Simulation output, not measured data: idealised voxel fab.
This section sets out a process module, namely voxel plated lines.
Section cut is 240 nm wide and gridded with 5 nm square cells.
Reading order for cross-sections: top band down to bottom band. Underlying form: a grid of square cells. Band size: one or more rows of cells.
In this notation a band is specified by the heights of its top and bottom, in that order and in nm, after which its materials appear from left to right, each paired with its width in nm. The word "all across" attached to a single material means that material fills the band from edge to edge; the word "blank" stands for empty space.
Measure heights from 0. That's the level where, below it, the as-received wafer is all one material. The lowest band is bottomless and extends downward; write it as in "0 -> down".
The width entry "30 to 40" should be interpreted row by row: the top row of cells in the band takes the first number, the bottom row takes the second number, and the change between adjacent rows is uniform throughout.
Reading "identical to before" for a step: not a cell of the cross-section changed in it.
Entry "Fully enclosed voids" = empty spaces >= 8 cells with no open way to the top; each as width x height at distance, distance from left edge, all nm.
Post-settings text on a step line: simulator's own remark regarding the step.
On any step carrying a mask, the "overlay nm" setting, if present on the step's line, tells how far right of its planned place the mask lay; negative values point to the left.

### Listed below are the process steps as planned
1) RECEIVE: material Si
2) CONFORMAL_DEP: material SiO2, thk nm 5
3) DIRECTIONAL_DEP: material TiN, thk nm 5
4) PATTERN: tone open, mask id LINES, material resist, width nm 30, pitch nm 45, thk nm 35, overlay nm 0
5) EPI: material Ru, thk nm 10
6) EPI: material Ru, thk nm 10
7) EPI: material Ru, thk nm 10
8) STRIP: etch materials resist
9) DIRECTIONAL_ETCH: etch materials TiN, depth nm 5
10) CONFORMAL_DEP: material SiCN, thk nm 5

### Wafer, first of two, run as planned

### as received, after step 1
- 0 -> down = Si all across
- Fully enclosed voids: none

### So this is the wafer cross-section right after step 2
- 5 -> 0 = SiO2 all across
- below 0: unchanged

### So this is the wafer cross-section right after step 3
- 10 -> 5 = TiN all across
- below 5: unchanged

### So this is the wafer cross-section right after step 4
- 45 -> 10 = resist 60 nm, blank 30 nm, resist 15 nm, blank 30 nm, resist 15 nm, blank 30 nm, resist 60 nm
- below 10: unchanged

### So this is the wafer cross-section right after step 5
- 45 -> 20 = resist 60 nm, blank 30 nm, resist 15 nm, blank 30 nm, resist 15 nm, blank 30 nm, resist 60 nm
- 20 -> 10 = resist 60 nm, Ru 30 nm, resist 15 nm, Ru 30 nm, resist 15 nm, Ru 30 nm, resist 60 nm
- below 10: unchanged

### So this is the wafer cross-section right after step 6
- 45 -> 30 = resist 60 nm, blank 30 nm, resist 15 nm, blank 30 nm, resist 15 nm, blank 30 nm, resist 60 nm
- 30 -> 10 = resist 60 nm, Ru 30 nm, resist 15 nm, Ru 30 nm, resist 15 nm, Ru 30 nm, resist 60 nm
- below 10: unchanged

### So this is the wafer cross-section right after step 7
- 45 -> 40 = resist 60 nm, blank 30 nm, resist 15 nm, blank 30 nm, resist 15 nm, blank 30 nm, resist 60 nm
- 40 -> 10 = resist 60 nm, Ru 30 nm, resist 15 nm, Ru 30 nm, resist 15 nm, Ru 30 nm, resist 60 nm
- below 10: unchanged

### So this is the wafer cross-section right after step 8
- 40 -> 10 = blank 60 nm, Ru 30 nm, blank 15 nm, Ru 30 nm, blank 15 nm, Ru 30 nm, blank 60 nm
- below 10: unchanged

### So this is the wafer cross-section right after step 9
- 40 -> 10 = blank 60 nm, Ru 30 nm, blank 15 nm, Ru 30 nm, blank 15 nm, Ru 30 nm, blank 60 nm
- 10 -> 5 = blank 60 nm, TiN 30 nm, blank 15 nm, TiN 30 nm, blank 15 nm, TiN 30 nm, blank 60 nm
- below 5: unchanged

### So this is the wafer cross-section right after step 10
- 45 -> 40 = blank 55 nm, SiCN 40 nm, blank 5 nm, SiCN 40 nm, blank 5 nm, SiCN 40 nm, blank 55 nm
- 40 -> 10 = blank 55 nm, SiCN 5 nm, Ru 30 nm, SiCN 5 nm, blank 5 nm, SiCN 5 nm, Ru 30 nm, SiCN 5 nm, blank 5 nm, SiCN 5 nm, Ru 30 nm, SiCN 5 nm, blank 55 nm
- 10 -> 5 = SiCN 60 nm, TiN 30 nm, SiCN 15 nm, TiN 30 nm, SiCN 15 nm, TiN 30 nm, SiCN 60 nm
- below 5: unchanged

### Second wafer, same starting conditions and recipe as the first, one mistake in executing it, nothing differs from the first up to and including step 9

### when step 10 should have ended
- 45 -> 10 = blank 55 nm, Ru 40 nm, blank 5 nm, Ru 40 nm, blank 5 nm, Ru 40 nm, blank 55 nm
- 10 -> 5 = Ru 60 nm, TiN 30 nm, Ru 15 nm, TiN 30 nm, Ru 15 nm, TiN 30 nm, Ru 60 nm
- below 5: unchanged
What was done differently from what was planned? so step 10 ended up running with a different setting than we planned, it ran as CONFORMAL_DEP: material Ru, thk nm 5
FYI, end of process, the second wafer has more or fewer cells of some materials than the first: Ru: 90 more | SiCN: 90 fewer
